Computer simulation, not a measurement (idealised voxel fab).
Process module, titled voxel capacitor over wiring
The cross-section shown here is cut; it is 150 nm wide and divided into square cells measuring 5 nm on a side.
Bands, listed from the top down, are how a cross-section gets written in this document; the cross-section itself is a grid of square cells, and a band is one or more rows of them. Band: top and bottom heights (nm) first, top before bottom; then materials from left to right, widths in nm. "full width" marks a sole material filling the band edge to edge. "blank" denotes empty space. The level at which height equals 0 is the one under which the wafer, as it arrives, is entirely one material. No lower edge exists for the bottom band, which continues downward and is notated as in "z 0 and below". You'd read "30..40" like this: the band's top row of cells is as wide as the first number, its bottom row is as wide as the second, and going down, every row changes width by the same amount as the row before did. It should be understood that the words "remained unchanged", when stated for a given step, signify that the cross-section underwent no change in any of its cells during that step. "Cavities, closed": sealed empty spaces, 8 cells or more, no open way to top, listed width x height at distance, with distance from the left edge and width, height and distance in nm. Post-settings text on a step line: simulator's own remark regarding the step. What "overlay nm" on a step's line means: if the step has a mask, that mask lay this far to the right of its planned place, or, when the value is negative, to the left.

These are the steps we planned for the process
step 1: RECEIVE,material Si
step 2: CONFORMAL_DEP,material SiO2,thk nm 15
step 3: DIRECTIONAL_DEP,material TiN,thk nm 5
step 4: DIRECTIONAL_DEP,material Ru,thk nm 15
step 5: MASKED_ETCH,tone cover,mask id METAL_1,width nm 20,pitch nm 75,etch materials Ru,depth nm 15,overlay nm 0
step 6: MASKED_ETCH,tone cover,mask id METAL_1,width nm 20,pitch nm 75,etch materials TiN,depth nm 5,overlay nm 0
step 7: FILL_DEP,material lowk,thk nm 5
step 8: CMP,height nm 35
step 9: CONFORMAL_DEP,material SiCN,thk nm 5
step 10: DIRECTIONAL_DEP,material SiO2,thk nm 10
step 11: DIRECTIONAL_DEP,material aC,thk nm 10
step 12: PATTERN,tone open,mask id PLUG_1,material resist,width nm 15,thk nm 30,overlay nm 0
step 13: DIRECTIONAL_ETCH,etch materials aC,depth nm 10
step 14: STRIP,etch materials resist
step 15: DIRECTIONAL_ETCH,etch materials SiO2,depth nm 10
step 16: DIRECTIONAL_ETCH,etch materials SiCN,depth nm 5
step 17: STRIP,etch materials aC
step 18: EPI,material Ru,thk nm 10
step 19: EPI,material Ru,thk nm 5
step 20: DIRECTIONAL_DEP,material TiN,thk nm 10
step 21: DIRECTIONAL_DEP,material Al2O3,thk nm 5
step 22: DIRECTIONAL_DEP,material TiN,thk nm 5
step 23: DIRECTIONAL_DEP,material aC,thk nm 10
step 24: PATTERN,tone cover,mask id UPPER_PLATE,material resist,width nm 60,thk nm 25,overlay nm 0
step 25: DIRECTIONAL_ETCH,etch materials aC,depth nm 10
step 26: STRIP,etch materials resist
step 27: DIRECTIONAL_ETCH,etch materials TiN,depth nm 5
step 28: DIRECTIONAL_ETCH,etch materials Al2O3,depth nm 5
step 29: STRIP,etch materials aC
step 30: DIRECTIONAL_DEP,material aC,thk nm 15
step 31: PATTERN,tone cover,mask id LOWER_PLATE,material resist,width nm 70,thk nm 30,overlay nm 0
step 32: DIRECTIONAL_ETCH,etch materials aC,depth nm 15
step 33: STRIP,etch materials resist
step 34: DIRECTIONAL_ETCH,etch materials TiN,depth nm 10
step 35: STRIP,etch materials aC
step 36: FILL_DEP,material SiO2,thk nm 20
step 37: CMP,height nm 85
step 38: MASKED_ETCH,tone open,mask id PLUG_2,width nm 15,etch materials SiO2,depth nm 15,overlay nm 0
step 39: CONFORMAL_DEP,material TiN,thk nm 5
step 40: FILL_DEP,material W,thk nm 10
step 41: CMP,height nm 85
step 42: CONFORMAL_DEP,material SiN,thk nm 5

This is the cross-section of the wafer as we received it, i.e. after step 1
  z 0 and below: Si full width
  Cavities, closed: none

Same starting wafer, same plan as above, one mistake in the execution; this is the cross-section at the end of the module
  z 90 to 85: SiN full width
  z 85 to 75: SiO2 40, TiN 5, W 5, TiN 5, SiO2 95
  z 75 to 70: SiO2 40, TiN 15, SiO2 95
  z 70 to 65: SiO2 full width
  z 65 to 60: SiO2 30, Al2O3 60, SiO2 60
  z 60 to 50: SiO2 25, TiN 70, SiO2 55
  z 50 to 40: SiO2 30, Ru 15, SiO2 105
  z 40 to 35: SiCN 30, Ru 15, SiCN 105
  z 35 to 20: lowk 25, Ru 20, lowk 55, Ru 20, lowk 30
  z 20 to 15: lowk 25, TiN 20, lowk 55, TiN 20, lowk 30
  z 15 to 0: SiO2 full width
  z 0 and below: Si full width
  Cavities, closed: none
The mistake made against the process plan was this: step 22 of the plan did not run at all; it was left out
